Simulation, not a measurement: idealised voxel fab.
process module | voxel capacitor over wiring
cross-section cut | 165 nm wide | cells 5 nm
A cross-section is a grid of square cells, given in bands from the top down. A band is one or more rows of cells.
Each band's line starts with the height of the band's top and of its bottom, in nm. Then come its materials from left to right, each with its width in nm. One material with "throughout" fills the band from edge to edge. "air" is empty space.
Height 0 is the level under which the wafer as received is all one material. The lowest band goes on downwards, as in "0 down".
A width such as "30 to 40" changes by the same amount from each row of cells to the next, from the band's top row to its bottom row.
"no change" after a step means that no cell of the cross-section changed.
closed voids: empty space of 8 cells or more with no open way to the top, each as width x height at its distance from the left edge, in nm
after a step's settings: what the simulator itself notes on the step
overlay nm, on a step with a mask: how far to the right of its planned place the mask lay; to the left if negative
plan
1 op RECEIVE | material Si
2 op CONFORMAL_DEP | material SiO2 | thk nm 15
3 op CONFORMAL_DEP | material SiCN | thk nm 5
4 op DIRECTIONAL_DEP | material SiO2 | thk nm 25
5 op PATTERN | tone open | mask id METAL_1 | material resist | width nm 30 | pitch nm 95 | thk nm 15 | overlay nm 0
6 op DIRECTIONAL_ETCH | etch materials SiO2 | depth nm 25
7 op DIRECTIONAL_ETCH | etch materials SiCN | depth nm 5
8 op STRIP | etch materials resist
9 op CONFORMAL_DEP | material TiN | thk nm 5
10 op FILL_DEP | material Ru | thk nm 5
11 op CMP | height nm 45
12 op EPI | material Ru | thk nm 5
13 op FILL_DEP | material SiCN | thk nm 5
14 op DIRECTIONAL_DEP | material SiO2 | thk nm 20
15 op DIRECTIONAL_DEP | material aC | thk nm 10
16 op PATTERN | tone open | mask id PLUG_1 | material resist | width nm 15 | thk nm 25 | overlay nm 0
17 op DIRECTIONAL_ETCH | etch materials aC | depth nm 10
18 op STRIP | etch materials resist
19 op DIRECTIONAL_ETCH | etch materials SiO2 | depth nm 20
20 op DIRECTIONAL_ETCH | etch materials SiCN | depth nm 5
21 op STRIP | etch materials aC
22 op CONFORMAL_DEP | material TiN | thk nm 5
23 op FILL_DEP | material W | thk nm 5
24 op CMP | height nm 75
25 op DIRECTIONAL_DEP | material TiN | thk nm 5
26 op DIRECTIONAL_DEP | material SiN | thk nm 5
27 op DIRECTIONAL_DEP | material TiN | thk nm 10
28 op MASKED_ETCH | tone cover | mask id UPPER_PLATE | width nm 70 | etch materials TiN | depth nm 10 | overlay nm 0
29 op MASKED_ETCH | tone cover | mask id UPPER_PLATE | width nm 70 | etch materials SiN | depth nm 5 | overlay nm 0
30 op PATTERN | tone cover | mask id LOWER_PLATE | material resist | width nm 80 | thk nm 15 | overlay nm 0
31 op DIRECTIONAL_ETCH | etch materials TiN | depth nm 5
32 op STRIP | etch materials resist
33 op FILL_DEP | material SiO2 | thk nm 15
34 op CMP | height nm 105
35 op PATTERN | tone open | mask id PLUG_2 | material resist | width nm 15 | thk nm 20 | overlay nm 0
36 op DIRECTIONAL_ETCH | etch materials SiO2 | depth nm 10
37 op STRIP | etch materials resist
38 op CONFORMAL_DEP | material TiN | thk nm 5
39 op FILL_DEP | material Cu | thk nm 5
40 op CMP | height nm 105
41 op CONFORMAL_DEP | material SiCN | thk nm 5
as received, after step 1
  0 down: Si throughout
  closed voids: none
first wafer at the end, as planned
  110 to 105: SiCN throughout
  105 to 100: SiO2 45 | TiN 5 | Cu 5 | TiN 5 | SiO2 105
  100 to 95: SiO2 45 | TiN 15 | SiO2 105
  95 to 85: SiO2 35 | TiN 70 | SiO2 60
  85 to 80: SiO2 35 | SiN 70 | SiO2 60
  80 to 75: SiO2 30 | TiN 80 | SiO2 55
  75 to 55: SiO2 35 | TiN 5 | W 5 | TiN 5 | SiO2 115
  55 to 50: SiCN 35 | TiN 15 | SiCN 115
  50 to 45: SiCN 15 | Ru 40 | SiCN 55 | Ru 40 | SiCN 15
  45 to 20: SiO2 20 | TiN 5 | Ru 20 | TiN 5 | SiO2 65 | TiN 5 | Ru 20 | TiN 5 | SiO2 20
  20 to 15: SiCN 20 | TiN 30 | SiCN 65 | TiN 30 | SiCN 20
  15 to 0: SiO2 throughout
  0 down: Si throughout
  closed voids: none
second wafer at the end: like start, like plan, one mistake
  100 to 95: SiCN throughout
  95 to 85: SiO2 35 | TiN 70 | SiO2 60
  85 to 80: SiO2 35 | SiN 70 | SiO2 60
  80 to 75: SiO2 30 | TiN 80 | SiO2 55
  75 to 55: SiO2 35 | TiN 5 | W 5 | TiN 5 | SiO2 115
  55 to 50: SiCN 35 | TiN 15 | SiCN 115
  50 to 45: SiCN 15 | Ru 40 | SiCN 55 | Ru 40 | SiCN 15
  45 to 20: SiO2 20 | TiN 5 | Ru 20 | TiN 5 | SiO2 65 | TiN 5 | Ru 20 | TiN 5 | SiO2 20
  20 to 15: SiCN 20 | TiN 30 | SiCN 65 | TiN 30 | SiCN 20
  15 to 0: SiO2 throughout
  0 down: Si throughout
  closed voids: none
what went wrong: step 40 ran as: op CMP | height nm 95
at the end the second wafer has, in cells: 1 fewer of Cu | 60 fewer of SiO2 | 5 fewer of TiN
